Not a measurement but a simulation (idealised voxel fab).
Process module heading - voxel self aligned vias
Each square cell in cross-section cut measures 5 nm, and the section as a whole is 265 nm wide.
Cross-section layout: square cells on a grid; listed as bands, top to bottom; a band spans one or more cell rows.
A band entry consists of two parts. The first gives the height of the band's top and the height of its bottom, in nm. The rest lists the band's materials from left to right, each with its width in nm. A single material labelled with the word "everywhere" fills the band from edge to edge, and the word "empty" marks empty space.
Heads up on the height convention: 0 is the point under which the incoming wafer is all one material, and the lowest band has no bottom, it just keeps going down, like "from 0 down".
It should be noted that a width expressed as "30 to 40" varies in equal increments from row to row of cells within the band, taking the value of the first number at the top row and that of the second number at the bottom row.
You'll sometimes find "no change" written for a step, and that's the way of saying that nowhere in the cross-section did a cell change during that step.
Entry "Cavities, sealed" = empty spaces >= 8 cells with no open way to the top; each as width x height at distance, distance from left edge, all nm.
Read whatever lies past the settings on a step's line as the simulator's own remark about the step.
overlay nm, on a step with a mask: how far to the right of its planned place the mask lay; to the left if negative
PROCESS STEPS (PLANNED)
1) RECEIVE [material Si]
2) CONFORMAL_DEP [material SiO2] [thk nm 15]
3) CONFORMAL_DEP [material SiCN] [thk nm 5]
4) DIRECTIONAL_DEP [material SiO2] [thk nm 30]
5) MASKED_ETCH [tone open] [mask id LINES] [width nm 25] [pitch nm 60] [etch materials SiO2] [depth nm 30] [overlay nm 0]
6) CONFORMAL_DEP [material TiN] [thk nm 5]
7) FILL_DEP [material W] [thk nm 5]
8) CMP [height nm 50]
9) SELECTIVE_ETCH [etch materials W Ru TiN] [depth nm 10]
10) FILL_DEP [material SiN] [thk nm 10]
11) CMP [height nm 50]
12) DIRECTIONAL_DEP [material SiO2] [thk nm 15]
13) MASKED_ETCH [tone open] [mask id VIAS] [width nm 45] [pitch nm 60] [etch materials SiO2] [depth nm 15] [overlay nm 0]
14) MASKED_ETCH [tone open] [mask id VIAS] [width nm 45] [pitch nm 60] [etch materials SiN] [depth nm 10] [overlay nm 0]
15) CONFORMAL_DEP [material TiN] [thk nm 5]
16) FILL_DEP [material Ru] [thk nm 5]
17) CMP [height nm 65]
18) CONFORMAL_DEP [material SiCN] [thk nm 5]
WAFER CROSS-SECTION ON RECEIPT, I.E. AFTER STEP 1
- from 0 down: Si everywhere
- Cavities, sealed: none
LOOKING AT THE FIRST OF TWO WAFERS IN CROSS-SECTION AT END OF MODULE - RAN TO PLAN
- from 70 to 65: SiCN everywhere
- from 65 to 55: 50 nm SiO2, 5 nm TiN, 35 nm Ru, 5 nm TiN, 15 nm SiO2, 5 nm TiN, 35 nm Ru, 5 nm TiN, 15 nm SiO2, 5 nm TiN, 35 nm Ru, 5 nm TiN, 50 nm SiO2
- from 55 to 45: 50 to 60 nm SiO2, 15 to 5 nm TiN, 15 nm Ru, 15 to 5 nm TiN, 15 to 35 nm SiO2, 15 to 5 nm TiN, 15 nm Ru, 15 to 5 nm TiN, 15 to 35 nm SiO2, 15 to 5 nm TiN, 15 nm Ru, 15 to 5 nm TiN, 50 to 60 nm SiO2
- from 45 to 40: 60 nm SiO2, 25 nm TiN, 35 nm SiO2, 25 nm TiN, 35 nm SiO2, 25 nm TiN, 60 nm SiO2
- from 40 to 25: 60 nm SiO2, 5 nm TiN, 15 nm W, 5 nm TiN, 35 nm SiO2, 5 nm TiN, 15 nm W, 5 nm TiN, 35 nm SiO2, 5 nm TiN, 15 nm W, 5 nm TiN, 60 nm SiO2
- from 25 to 20: 60 nm SiO2, 25 nm TiN, 35 nm SiO2, 25 nm TiN, 35 nm SiO2, 25 nm TiN, 60 nm SiO2
- from 20 to 15: SiCN everywhere
- from 15 to 0: SiO2 everywhere
- from 0 down: Si everywhere
- Cavities, sealed: none
WAFER TWO, SECTIONED AFTER THE MODULE: THE FIRST WAFER'S START, THE FIRST WAFER'S PLAN, AND ONE MISTAKE IN HOW IT WAS RUN
- from 70 to 65: SiCN everywhere
- from 65 to 50: 50 nm SiO2, 10 nm TiN, 25 nm SiO2, 10 nm TiN, 15 nm SiO2, 10 nm TiN, 25 nm SiO2, 10 nm TiN, 15 nm SiO2, 10 nm TiN, 25 nm SiO2, 10 nm TiN, 50 nm SiO2
- from 50 to 40: 60 nm SiO2, 25 nm SiN, 35 nm SiO2, 25 nm SiN, 35 nm SiO2, 25 nm SiN, 60 nm SiO2
- from 40 to 25: 60 nm SiO2, 5 nm TiN, 15 nm W, 5 nm TiN, 35 nm SiO2, 5 nm TiN, 15 nm W, 5 nm TiN, 35 nm SiO2, 5 nm TiN, 15 nm W, 5 nm TiN, 60 nm SiO2
- from 25 to 20: 60 nm SiO2, 25 nm TiN, 35 nm SiO2, 25 nm TiN, 35 nm SiO2, 25 nm TiN, 60 nm SiO2
- from 20 to 15: SiCN everywhere
- from 15 to 0: SiO2 everywhere
- from 0 down: Si everywhere
- Cavities, sealed: none
Want to know what went wrong? step 13 occupied the plan position of step 12, and the converse holds as well
Final cells, second wafer relative to first, materials higher or lower: Ru -60, SiN +30, SiO2 +45, TiN -15
